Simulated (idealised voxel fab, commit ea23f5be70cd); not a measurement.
Process module name: voxel transistor to metal
This is section cut - it's 150 nm across, gridded in 5 nm square cells.
In this document a cross-section is written as a grid of square cells. It is given as a series of bands, listed from the top down, and a band is one or more rows of cells.
This entry defines a band. It first specifies the height of the band's top and the height of its bottom in nm, and then specifies the band's materials from left to right, stating each material with its width in nm. The word "throughout" identifies a single material that fills the band from edge to edge, while the word "empty" identifies empty space.
For the purposes of this specification, 0 denotes the height below which the wafer in its as-received condition is composed wholly of one material, and the lowermost band, lacking a lower limit, extends downward without end, as expressed in "top 0, no bottom".
A width given as "30..40" starts at the first number in the band's top row and ends at the second number in its bottom row, shifting by an equal amount at every step from row to row.
"everything unchanged", as given for a step, is the statement that not any cell of the cross-section underwent a change during that step.
Each empty space that has no open way to the top and spans at least 8 cells appears under "Voids, fully enclosed" as width x height at distance, the distance counted from the left edge, all in nm.
Formally, on a step line, whatever follows the settings is a remark that the simulator itself makes on the step.
If you see "overlay nm" on a step's line and that step has a mask, it's telling you how far right of where it was planned the mask ended up; a negative number means it went left instead.
## These are the steps we planned for the process
step 1: RECEIVE (material Si)
step 2: OXIDIZE (depth nm 5)
step 3: CONFORMAL_DEP (material SiN; thk nm 10)
step 4: PATTERN (tone cover; mask id ACTIVE; material resist; width nm 95; thk nm 20; overlay nm 0)
step 5: DIRECTIONAL_ETCH (etch materials SiN; depth nm 10)
step 6: DIRECTIONAL_ETCH (etch materials SiO2; depth nm 5)
step 7: DIRECTIONAL_ETCH (etch materials Si; depth nm 35)
step 8: STRIP (etch materials resist)
step 9: FILL_DEP (material SiO2; thk nm 5)
step 10: CMP (height nm 10)
step 11: SELECTIVE_ETCH (etch materials SiO2; depth nm 10)
step 12: STRIP (etch materials SiN)
step 13: SELECTIVE_ETCH (etch materials SiO2; depth nm 5)
step 14: OXIDIZE (depth nm 5)
step 15: DIRECTIONAL_DEP (material polySi; thk nm 30)
step 16: DIRECTIONAL_DEP (material SiCN; thk nm 10)
step 17: MASKED_ETCH (tone cover; mask id GATE; width nm 25; etch materials SiCN; depth nm 20; overlay nm 0)
step 18: MASKED_ETCH (tone cover; mask id GATE; width nm 25; etch materials polySi; depth nm 40; overlay nm 0)
step 19: CONFORMAL_DEP (material SiO2; thk nm 5)
step 20: DIRECTIONAL_ETCH (etch materials SiO2; depth nm 5)
step 21: CONFORMAL_DEP (material SiN; thk nm 5)
step 22: DIRECTIONAL_ETCH (etch materials SiN; depth nm 5)
step 23: DIRECTIONAL_ETCH (etch materials SiO2; depth nm 5)
step 24: DIRECTIONAL_ETCH (etch materials Si; depth nm 5)
step 25: EPI (material SiGe; thk nm 10)
step 26: FILL_DEP (material SiO2; thk nm 10)
step 27: CMP (height nm 25)
step 28: STRIP (etch materials polySi)
step 29: SELECTIVE_ETCH (etch materials SiO2; depth nm 5)
step 30: CONFORMAL_DEP (material HfO2; thk nm 5)
step 31: CONFORMAL_DEP (material TiN; thk nm 5)
step 32: FILL_DEP (material W; thk nm 10)
step 33: CMP (height nm 20)
step 34: DIRECTIONAL_DEP (material SiO2; thk nm 15)
step 35: MASKED_ETCH (tone open; mask id CONTACT; width nm 15; pitch nm 70; etch materials SiO2; depth nm 40; overlay nm 0)
step 36: CONFORMAL_DEP (material TiN; thk nm 5)
step 37: FILL_DEP (material Ru; thk nm 10)
step 38: CMP (height nm 35)
step 39: CONFORMAL_DEP (material SiCN; thk nm 5)
step 40: DIRECTIONAL_DEP (material SiO2; thk nm 20)
step 41: PATTERN (tone open; mask id METAL_1; material resist; width nm 15; pitch nm 70; thk nm 15; overlay nm 0)
step 42: DIRECTIONAL_ETCH (etch materials SiO2; depth nm 20)
step 43: DIRECTIONAL_ETCH (etch materials SiCN; depth nm 5)
step 44: STRIP (etch materials resist)
step 45: CONFORMAL_DEP (material TiN; thk nm 5)
step 46: FILL_DEP (material Cu; thk nm 10)
step 47: CMP (height nm 60)
step 48: CONFORMAL_DEP (material SiN; thk nm 5)
## Cross-section of the incoming wafer, state after step 1
    top 0, no bottom = Si throughout
    Voids, fully enclosed: none
## Look at the cross-section after the module: the wafer started out the way shown above and the plan was the one shown above, yet one mistake was made along the way
    top 65, bottom 60 = SiN throughout
    top 60, bottom 40 = SiO2: 30; TiN: 5; Cu: 5; TiN: 5; SiO2: 55; TiN: 5; Cu: 5; TiN: 5; SiO2: 35
    top 40, bottom 35 = SiCN: 30; TiN: 15; SiCN: 55; TiN: 15; SiCN: 35
    top 35, bottom 20 = SiO2: 30; TiN: 5; Ru: 5; TiN: 5; SiO2: 55; TiN: 5; Ru: 5; TiN: 5; SiO2: 35
    top 20, bottom 5 = SiO2: 30; TiN: 5; Ru: 5; TiN: 5; SiO2: 5; SiN: 5; HfO2: 5; TiN: 5; W: 15; TiN: 5; HfO2: 5; SiN: 5; SiO2: 5; TiN: 5; Ru: 5; TiN: 5; SiO2: 35
    top 5, bottom 0 = SiO2: 30; TiN: 15; SiO2: 5; SiN: 5; HfO2: 5; TiN: 5; W: 15; TiN: 5; HfO2: 5; SiN: 5; SiO2: 5; TiN: 15; SiO2: 35
    top 0, bottom -5 = SiO2: 30; TiN: 10; SiGe: 10; SiN: 5; HfO2: 5; TiN: 25; HfO2: 5; SiN: 5; SiGe: 10; TiN: 10; SiO2: 35
    top -5, bottom -10 = SiO2: 25; SiGe: 25; SiO2: 5; HfO2: 35; SiO2: 5; SiGe: 30; SiO2: 25
    top -10, bottom -15 = SiO2: 30; SiGe: 20; Si: 45; SiGe: 25; SiO2: 30
    top -15, bottom -40 = SiO2: 30; Si: 90; SiO2: 30
    top -40, no bottom = Si throughout
    Voids, fully enclosed: none
Nonconformance to the process plan: note that step 4 departed from the planned setting and was carried out as PATTERN (tone cover; mask id ACTIVE; material resist; width nm 90; thk nm 20; overlay nm 0)
